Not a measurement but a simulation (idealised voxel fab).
Process module name: voxel self aligned vias
Cross-section cut spans 240 nm and uses square cells 5 nm in size.
A cross-section is written here as square cells arranged in a grid, and it is given in bands from the top down, each band taking up one or more rows of cells.
Look at the band entry: it leads with the top's height and the bottom's height in nm. Then it lists the materials left to right, with a width in nm for each. The word "everywhere" on a single material says that material fills the band edge to edge. The word "empty" is empty space.
All heights in this document are referenced to 0, defined as the level beneath which the wafer, as received, consists entirely of one material. The lowest band is not bounded below; it extends indefinitely downward and is written in the form "z 0 and below".
It should be noted that a width expressed as "30->40" varies in equal increments from row to row of cells within the band, taking the value of the first number at the top row and that of the second number at the bottom row.
Given "nothing different" for a step, no cell of the cross-section differs between before and after that step.
For the entry "closed voids", the listed items are empty spaces with no open way to the top whose size is 8 cells or more; each item follows the pattern width x height at distance, where distance is from the left edge and all three are in nm.
On each step's line, the part that comes after the settings is the simulator's own comment on the step.
The setting "overlay nm" may be written on the line of a step. When the step uses a mask, the value reports how far to the right of the planned place the mask lay, and a negative value reports that it lay to the left.

### The following list gives the planned process steps
1. RECEIVE | material Si
2. CONFORMAL_DEP | material SiO2 | thk nm 10
3. CONFORMAL_DEP | material SiCN | thk nm 5
4. DIRECTIONAL_DEP | material lowk | thk nm 25
5. PATTERN | tone open | mask id LINES | material resist | width nm 25 | pitch nm 60 | thk nm 20 | overlay nm 0
6. DIRECTIONAL_ETCH | etch materials lowk | depth nm 25
7. STRIP | etch materials resist
8. CONFORMAL_DEP | material TiN | thk nm 5
9. FILL_DEP | material W | thk nm 5
10. CMP | height nm 40
11. SELECTIVE_ETCH | etch materials W Ru TiN | depth nm 10
12. FILL_DEP | material SiN | thk nm 10
13. CMP | height nm 40
14. DIRECTIONAL_DEP | material lowk | thk nm 20
15. DIRECTIONAL_DEP | material aC | thk nm 10
16. PATTERN | tone open | mask id VIAS | material resist | width nm 45 | pitch nm 120 | thk nm 30 | overlay nm 0
17. DIRECTIONAL_ETCH | etch materials aC | depth nm 10
18. STRIP | etch materials resist
19. DIRECTIONAL_ETCH | etch materials lowk | depth nm 20
20. DIRECTIONAL_ETCH | etch materials SiN | depth nm 10
21. STRIP | etch materials aC
22. CONFORMAL_DEP | material TiN | thk nm 5
23. FILL_DEP | material Cu | thk nm 5
24. CMP | height nm 60
25. CONFORMAL_DEP | material SiN | thk nm 5

### Wafer, first of two, run as planned

### Wafer at receipt (post step 1), cross-section
* z 0 and below | Si everywhere
* closed voids: none

### Wafer section view after processing step 2
* z 10 to 0 | SiO2 everywhere
* Under 0: no change, same as before.

### Wafer section view after processing step 3
* z 15 to 10 | SiCN everywhere
* Under 10: no change, same as before.

### Wafer section view after processing step 4
* z 40 to 15 | lowk everywhere
* Under 15: no change, same as before.

### Wafer section view after processing step 5
* z 60 to 40 | 45 of resist / 25 of empty / 35 of resist / 25 of empty / 35 of resist / 25 of empty / 50 of resist
* Under 40: no change, same as before.

### Wafer section view after processing step 6
* z 60 to 40 | 45 of resist / 25 of empty / 35 of resist / 25 of empty / 35 of resist / 25 of empty / 50 of resist
* z 40 to 15 | 45 of lowk / 25 of empty / 35 of lowk / 25 of empty / 35 of lowk / 25 of empty / 50 of lowk
* Under 15: no change, same as before.

### Wafer section view after processing step 7
* z 40 to 15 | 45 of lowk / 25 of empty / 35 of lowk / 25 of empty / 35 of lowk / 25 of empty / 50 of lowk
* Under 15: no change, same as before.

### Wafer section view after processing step 8
* z 45 to 40 | 50 of TiN / 15 of empty / 45 of TiN / 15 of empty / 45 of TiN / 15 of empty / 55 of TiN
* z 40 to 20 | 45 of lowk / 5 of TiN / 15 of empty / 5 of TiN / 35 of lowk / 5 of TiN / 15 of empty / 5 of TiN / 35 of lowk / 5 of TiN / 15 of empty / 5 of TiN / 50 of lowk
* z 20 to 15 | 45 of lowk / 25 of TiN / 35 of lowk / 25 of TiN / 35 of lowk / 25 of TiN / 50 of lowk
* Under 15: no change, same as before.

### Wafer section view after processing step 9
* z 50 to 45 | W everywhere
* z 45 to 40 | 50 of TiN / 15 of W / 45 of TiN / 15 of W / 45 of TiN / 15 of W / 55 of TiN
* z 40 to 20 | 45 of lowk / 5 of TiN / 15 of W / 5 of TiN / 35 of lowk / 5 of TiN / 15 of W / 5 of TiN / 35 of lowk / 5 of TiN / 15 of W / 5 of TiN / 50 of lowk
* Under 20: no change, same as before.

### Wafer section view after processing step 10
* z 40 to 20 | 45 of lowk / 5 of TiN / 15 of W / 5 of TiN / 35 of lowk / 5 of TiN / 15 of W / 5 of TiN / 35 of lowk / 5 of TiN / 15 of W / 5 of TiN / 50 of lowk
* Under 20: no change, same as before.

### Wafer section view after processing step 11
* z 40 to 30 | 45 of lowk / 25 of empty / 35 of lowk / 25 of empty / 35 of lowk / 25 of empty / 50 of lowk
* Under 30: no change, same as before.

### Wafer section view after processing step 12
* z 50 to 40 | SiN everywhere
* z 40 to 30 | 45 of lowk / 25 of SiN / 35 of lowk / 25 of SiN / 35 of lowk / 25 of SiN / 50 of lowk
* Under 30: no change, same as before.

### Wafer section view after processing step 13
* z 40 to 30 | 45 of lowk / 25 of SiN / 35 of lowk / 25 of SiN / 35 of lowk / 25 of SiN / 50 of lowk
* Under 30: no change, same as before.

### Wafer section view after processing step 14
* z 60 to 40 | lowk everywhere
* Under 40: no change, same as before.

### Wafer section view after processing step 15
* z 70 to 60 | aC everywhere
* Under 60: no change, same as before.

### Wafer section view after processing step 16
* z 100 to 70 | 35 of resist / 45 of empty / 75 of resist / 45 of empty / 40 of resist
* Under 70: no change, same as before.

### Wafer section view after processing step 17
* z 90 to 70 | 35 of resist / 45 of empty / 75 of resist / 45 of empty / 40 of resist
* z 70 to 60 | 35 of aC / 45 of empty / 75 of aC / 45 of empty / 40 of aC
* Under 60: no change, same as before.

### Wafer section view after processing step 18
* z 70 to 60 | 35 of aC / 45 of empty / 75 of aC / 45 of empty / 40 of aC
* Under 60: no change, same as before.

### Wafer section view after processing step 19
* z 70 to 60 | 35 of aC / 45 of empty / 75 of aC / 45 of empty / 40 of aC
* z 60 to 40 | 35 of lowk / 45 of empty / 75 of lowk / 45 of empty / 40 of lowk
* Under 40: no change, same as before.

### Wafer section view after processing step 20
* z 70 to 60 | 35 of aC / 45 of empty / 75 of aC / 45 of empty / 40 of aC
* z 60 to 40 | 35 of lowk / 45 of empty / 75 of lowk / 45 of empty / 40 of lowk
* z 40 to 30 | 45 of lowk / 25 of empty / 35 of lowk / 25 of SiN / 35 of lowk / 25 of empty / 50 of lowk
* Under 30: no change, same as before.

### Wafer section view after processing step 21
* z 60 to 40 | 35 of lowk / 45 of empty / 75 of lowk / 45 of empty / 40 of lowk
* Under 40: no change, same as before.

### Wafer section view after processing step 22
* z 65 to 60 | 40 of TiN / 35 of empty / 85 of TiN / 35 of empty / 45 of TiN
* z 60 to 45 | 35 of lowk / 5 of TiN / 35 of empty / 5 of TiN / 75 of lowk / 5 of TiN / 35 of empty / 5 of TiN / 40 of lowk
* z 45 to 40 | 35 of lowk / 15 of TiN / 15 of empty / 15 of TiN / 75 of lowk / 15 of TiN / 15 of empty / 15 of TiN / 40 of lowk
* z 40 to 35 | 45 of lowk / 5 of TiN / 15 of empty / 5 of TiN / 35 of lowk / 25 of SiN / 35 of lowk / 5 of TiN / 15 of empty / 5 of TiN / 50 of lowk
* z 35 to 30 | 45 of lowk / 25 of TiN / 35 of lowk / 25 of SiN / 35 of lowk / 25 of TiN / 50 of lowk
* Under 30: no change, same as before.

### Wafer section view after processing step 23
* z 70 to 65 | Cu everywhere
* z 65 to 60 | 40 of TiN / 35 of Cu / 85 of TiN / 35 of Cu / 45 of TiN
* z 60 to 45 | 35 of lowk / 5 of TiN / 35 of Cu / 5 of TiN / 75 of lowk / 5 of TiN / 35 of Cu / 5 of TiN / 40 of lowk
* z 45 to 40 | 35 of lowk / 15 of TiN / 15 of Cu / 15 of TiN / 75 of lowk / 15 of TiN / 15 of Cu / 15 of TiN / 40 of lowk
* z 40 to 35 | 45 of lowk / 5 of TiN / 15 of Cu / 5 of TiN / 35 of lowk / 25 of SiN / 35 of lowk / 5 of TiN / 15 of Cu / 5 of TiN / 50 of lowk
* Under 35: no change, same as before.

### Wafer section view after processing step 24
* z 60 to 45 | 35 of lowk / 5 of TiN / 35 of Cu / 5 of TiN / 75 of lowk / 5 of TiN / 35 of Cu / 5 of TiN / 40 of lowk
* Under 45: no change, same as before.

### Wafer section view after processing step 25
* z 65 to 60 | SiN everywhere
* Under 60: no change, same as before.

### Second wafer: same start and same plan as the first, one execution error; identical to the first through step 15

### Second wafer, sectioned view, at step 16's planned end time
* z 100 to 70 | 35 of empty / 45 of resist / 75 of empty / 45 of resist / 40 of empty
* Under 70: no change, same as before.

### Second wafer, sectioned view, at step 17's planned end time
* z 90 to 70 | 35 of empty / 45 of resist / 75 of empty / 45 of resist / 40 of empty
* z 70 to 60 | 35 of empty / 45 of aC / 75 of empty / 45 of aC / 40 of empty
* Under 60: no change, same as before.

### Second wafer, sectioned view, at step 18's planned end time
* z 70 to 60 | 35 of empty / 45 of aC / 75 of empty / 45 of aC / 40 of empty
* Under 60: no change, same as before.

### Second wafer, sectioned view, at step 19's planned end time
* z 70 to 60 | 35 of empty / 45 of aC / 75 of empty / 45 of aC / 40 of empty
* z 60 to 40 | 35 of empty / 45 of lowk / 75 of empty / 45 of lowk / 40 of empty
* Under 40: no change, same as before.

### Second wafer, sectioned view, at step 20's planned end time
* z 70 to 60 | 35 of empty / 45 of aC / 75 of empty / 45 of aC / 40 of empty
* z 60 to 40 | 35 of empty / 45 of lowk / 75 of empty / 45 of lowk / 40 of empty
* z 40 to 30 | 45 of lowk / 25 of SiN / 35 of lowk / 25 of empty / 35 of lowk / 25 of SiN / 50 of lowk
* Under 30: no change, same as before.

### Second wafer, sectioned view, at step 21's planned end time
* z 60 to 40 | 35 of empty / 45 of lowk / 75 of empty / 45 of lowk / 40 of empty
* Under 40: no change, same as before.

### Second wafer, sectioned view, at step 22's planned end time
* z 65 to 60 | 30 of empty / 55 of TiN / 65 of empty / 55 of TiN / 35 of empty
* z 60 to 45 | 30 of empty / 5 of TiN / 45 of lowk / 5 of TiN / 65 of empty / 5 of TiN / 45 of lowk / 5 of TiN / 35 of empty
* z 45 to 40 | 35 of TiN / 45 of lowk / 30 of TiN / 15 of empty / 30 of TiN / 45 of lowk / 40 of TiN
* z 40 to 35 | 45 of lowk / 25 of SiN / 35 of lowk / 5 of TiN / 15 of empty / 5 of TiN / 35 of lowk / 25 of SiN / 50 of lowk
* z 35 to 30 | 45 of lowk / 25 of SiN / 35 of lowk / 25 of TiN / 35 of lowk / 25 of SiN / 50 of lowk
* Under 30: no change, same as before.

### Second wafer, sectioned view, at step 23's planned end time
* z 70 to 65 | Cu everywhere
* z 65 to 60 | 30 of Cu / 55 of TiN / 65 of Cu / 55 of TiN / 35 of Cu
* z 60 to 45 | 30 of Cu / 5 of TiN / 45 of lowk / 5 of TiN / 65 of Cu / 5 of TiN / 45 of lowk / 5 of TiN / 35 of Cu
* z 45 to 40 | 35 of TiN / 45 of lowk / 30 of TiN / 15 of Cu / 30 of TiN / 45 of lowk / 40 of TiN
* z 40 to 35 | 45 of lowk / 25 of SiN / 35 of lowk / 5 of TiN / 15 of Cu / 5 of TiN / 35 of lowk / 25 of SiN / 50 of lowk
* Under 35: no change, same as before.

### Second wafer, sectioned view, at step 24's planned end time
* z 60 to 45 | 30 of Cu / 5 of TiN / 45 of lowk / 5 of TiN / 65 of Cu / 5 of TiN / 45 of lowk / 5 of TiN / 35 of Cu
* Under 45: no change, same as before.

### Second wafer, sectioned view, at step 25's planned end time
* z 65 to 60 | SiN everywhere
* Under 60: no change, same as before.
What broke from the plan during processing? it should be noted that step 16 was executed with settings other than those planned, the operation and settings actually applied being PATTERN | tone cover | mask id VIAS | material resist | width nm 45 | pitch nm 120 | thk nm 30 | overlay nm 0
Final tally in cells, some materials are higher or lower on the second wafer than on the first: Cu +30, SiN +10, TiN +8, lowk -48
